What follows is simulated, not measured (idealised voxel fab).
Process module under the name voxel wiring stack
The cross-section on display is named cut; it measures 195 nm wide, and its cells are 5 nm squares.
Heads up, the way a cross-section reads in here is a grid of square cells, handed over as bands from the top down, with every band being one or more rows of cells.
Band: top and bottom heights (nm) first, top before bottom; then materials from left to right, widths in nm. "edge to edge" marks a sole material filling the band edge to edge. "empty" denotes empty space.
Note: height 0 marks the level under which the wafer is uniformly one material as received. Lowest band unbounded below, written "top 0, no bottom".
Width: "30->40" (first number = top row, second number = bottom row, same change from row to row of cells).
Reading "nothing changed" for a step: not a cell of the cross-section changed in it.
"closed voids" enumerates empty spaces isolated from the top, with no open way to it, that contain at least 8 cells, giving each as width x height at distance from the left edge, all three in nm.
If you see something after the settings on a step's line, that's the simulator's own remark about that step.
"overlay nm" answers the question of how far to the right of plan the mask lay on a step that has a mask, and when it is negative the answer is to the left.
# Process steps (planned)
1,RECEIVE with material Si
2,CONFORMAL_DEP with material SiO2, thk nm 10
3,CONFORMAL_DEP with material SiCN, thk nm 5
4,DIRECTIONAL_DEP with material lowk, thk nm 20
5,MASKED_ETCH with tone open, mask id METAL_1, width nm 25, pitch nm 45, etch materials lowk, depth nm 20, overlay nm 0
6,MASKED_ETCH with tone open, mask id METAL_1, width nm 25, pitch nm 45, etch materials SiCN, depth nm 5, overlay nm 0
7,CONFORMAL_DEP with material TiN, thk nm 5
8,FILL_DEP with material Ru, thk nm 5
9,CMP with height nm 35
10,CONFORMAL_DEP with material SiCN, thk nm 5
11,DIRECTIONAL_DEP with material SiO2, thk nm 35
12,MASKED_ETCH with tone open, mask id METAL_2_HOLES, width nm 15, pitch nm 45, etch materials SiO2, depth nm 35, overlay nm 0
13,DIRECTIONAL_DEP with material aC, thk nm 15
14,PATTERN with tone open, mask id METAL_2, material resist, width nm 25, pitch nm 45, thk nm 30, overlay nm 0
15,DIRECTIONAL_ETCH with etch materials aC, depth nm 15
16,STRIP with etch materials resist
17,DIRECTIONAL_ETCH with etch materials SiO2, depth nm 20
18,DIRECTIONAL_ETCH with etch materials SiCN, depth nm 5
19,STRIP with etch materials aC
20,CONFORMAL_DEP with material TiN, thk nm 5
21,FILL_DEP with material Cu, thk nm 5
22,CMP with height nm 75
23,CONFORMAL_DEP with material SiCN, thk nm 5
24,DIRECTIONAL_DEP with material SiO2, thk nm 10
25,DIRECTIONAL_DEP with material aC, thk nm 10
26,PATTERN with tone open, mask id PLUG_2, material resist, width nm 15, pitch nm 90, thk nm 25, overlay nm 0
27,DIRECTIONAL_ETCH with etch materials aC, depth nm 10
28,STRIP with etch materials resist
29,DIRECTIONAL_ETCH with etch materials SiO2, depth nm 10
30,DIRECTIONAL_ETCH with etch materials SiCN, depth nm 5
31,STRIP with etch materials aC
32,CONFORMAL_DEP with material TiN, thk nm 5
33,FILL_DEP with material Cu, thk nm 5
34,CMP with height nm 90
35,DIRECTIONAL_DEP with material TiN, thk nm 5
36,DIRECTIONAL_DEP with material W, thk nm 20
37,MASKED_ETCH with tone cover, mask id METAL_3, width nm 25, pitch nm 45, etch materials W, depth nm 20, overlay nm 0
38,MASKED_ETCH with tone cover, mask id METAL_3, width nm 25, pitch nm 45, etch materials TiN, depth nm 5, overlay nm 0
39,CONFORMAL_DEP with material SiCN, thk nm 5
40,FILL_DEP with material SiO2, thk nm 10
41,CMP with height nm 115
42,CONFORMAL_DEP with material SiN, thk nm 5
Heads up: all these wafers start the same, and what changes between them is the width nm in step 12. The value you see in the plan is just what the first wafer got.
# After step 1, as received: first of several wafers, cross-section
* top 0, no bottom: Si edge to edge
* closed voids: none
# Cross-section, first of several wafers, end of module, after last step 42
* top 120, bottom 115: SiN edge to edge
* top 115, bottom 95: SiO2: 35  SiCN: 5  W: 25  SiCN: 5  SiO2: 10  SiCN: 5  W: 25  SiCN: 5  SiO2: 10  SiCN: 5  W: 25  SiCN: 5  SiO2: 35
* top 95, bottom 90: SiCN: 40  TiN: 25  SiCN: 20  TiN: 25  SiCN: 20  TiN: 25  SiCN: 40
* top 90, bottom 80: SiO2: 40  TiN: 5  Cu: 5  TiN: 5  SiO2: 75  TiN: 5  Cu: 5  TiN: 5  SiO2: 50
* top 80, bottom 75: SiCN: 40  TiN: 15  SiCN: 75  TiN: 15  SiCN: 50
* top 75, bottom 60: SiO2: 40  TiN: 5  Cu: 15  TiN: 5  SiO2: 20  TiN: 5  Cu: 15  TiN: 5  SiO2: 20  TiN: 5  Cu: 15  TiN: 5  SiO2: 40
* top 60, bottom 55: SiO2: 40  TiN: 5  Cu: 5  TiN: 15  SiO2: 20  TiN: 5  Cu: 5  TiN: 15  SiO2: 20  TiN: 5  Cu: 5  TiN: 15  SiO2: 40
* top 55, bottom 40: SiO2: 40  TiN: 5  Cu: 5  TiN: 5  SiO2: 30  TiN: 5  Cu: 5  TiN: 5  SiO2: 30  TiN: 5  Cu: 5  TiN: 5  SiO2: 50
* top 40, bottom 35: SiCN: 40  TiN: 15  SiCN: 30  TiN: 15  SiCN: 30  TiN: 15  SiCN: 50
* top 35, bottom 15: lowk: 40  TiN: 5  Ru: 15  TiN: 5  lowk: 20  TiN: 5  Ru: 15  TiN: 5  lowk: 20  TiN: 5  Ru: 15  TiN: 5  lowk: 40
* top 15, bottom 10: SiCN: 40  TiN: 25  SiCN: 20  TiN: 25  SiCN: 20  TiN: 25  SiCN: 40
* top 10, bottom 0: SiO2 edge to edge
* top 0, no bottom: Si edge to edge
* closed voids: none
# The module's end: a cross-section of the last wafer
* top 120, bottom 115: SiN edge to edge
* top 115, bottom 95: SiO2: 35  SiCN: 5  W: 25  SiCN: 5  SiO2: 10  SiCN: 5  W: 25  SiCN: 5  SiO2: 10  SiCN: 5  W: 25  SiCN: 5  SiO2: 35
* top 95, bottom 90: SiCN: 40  TiN: 25  SiCN: 20  TiN: 25  SiCN: 20  TiN: 25  SiCN: 40
* top 90, bottom 80: SiO2: 40  TiN: 5  Cu: 5  TiN: 5  SiO2: 75  TiN: 5  Cu: 5  TiN: 5  SiO2: 50
* top 80, bottom 75: SiCN: 40  TiN: 15  SiCN: 75  TiN: 15  SiCN: 50
* top 75, bottom 45: SiO2: 35  TiN: 5  Cu: 20  TiN: 5  SiO2: 15  TiN: 5  Cu: 20  TiN: 5  SiO2: 15  TiN: 5  Cu: 20  TiN: 5  SiO2: 40
* top 45, bottom 40: SiO2: 35  TiN: 10  Cu: 15  TiN: 5  SiO2: 15  TiN: 10  Cu: 15  TiN: 5  SiO2: 15  TiN: 10  Cu: 15  TiN: 5  SiO2: 40
* top 40, bottom 35: SiCN: 40  TiN: 25  SiCN: 20  TiN: 25  SiCN: 20  TiN: 25  SiCN: 40
* top 35, bottom 15: lowk: 40  TiN: 5  Ru: 15  TiN: 5  lowk: 20  TiN: 5  Ru: 15  TiN: 5  lowk: 20  TiN: 5  Ru: 15  TiN: 5  lowk: 40
* top 15, bottom 10: SiCN: 40  TiN: 25  SiCN: 20  TiN: 25  SiCN: 20  TiN: 25  SiCN: 40
* top 10, bottom 0: SiO2 edge to edge
* top 0, no bottom: Si edge to edge
* closed voids: none
# Note: the following table is arranged by wafer, a row apiece. Each row reports the end-of-module state: per material, cells gained (+) or cells lost (-) compared with the wafer as received; closed voids follow
width nm 15 | +43 Cu | +36 Ru | +135 SiCN | +39 SiN | +402 SiO2 | +125 TiN | +60 W | +96 lowk | closed voids: none
width nm 20 | +55 Cu | +36 Ru | +132 SiCN | +39 SiN | +393 SiO2 | +125 TiN | +60 W | +96 lowk | closed voids: none
width nm 25 | +73 Cu | +36 Ru | +132 SiCN | +39 SiN | +372 SiO2 | +128 TiN | +60 W | +96 lowk | closed voids: none
width nm 30 | +85 Cu | +36 Ru | +129 SiCN | +39 SiN | +363 SiO2 | +128 TiN | +60 W | +96 lowk | closed voids: none
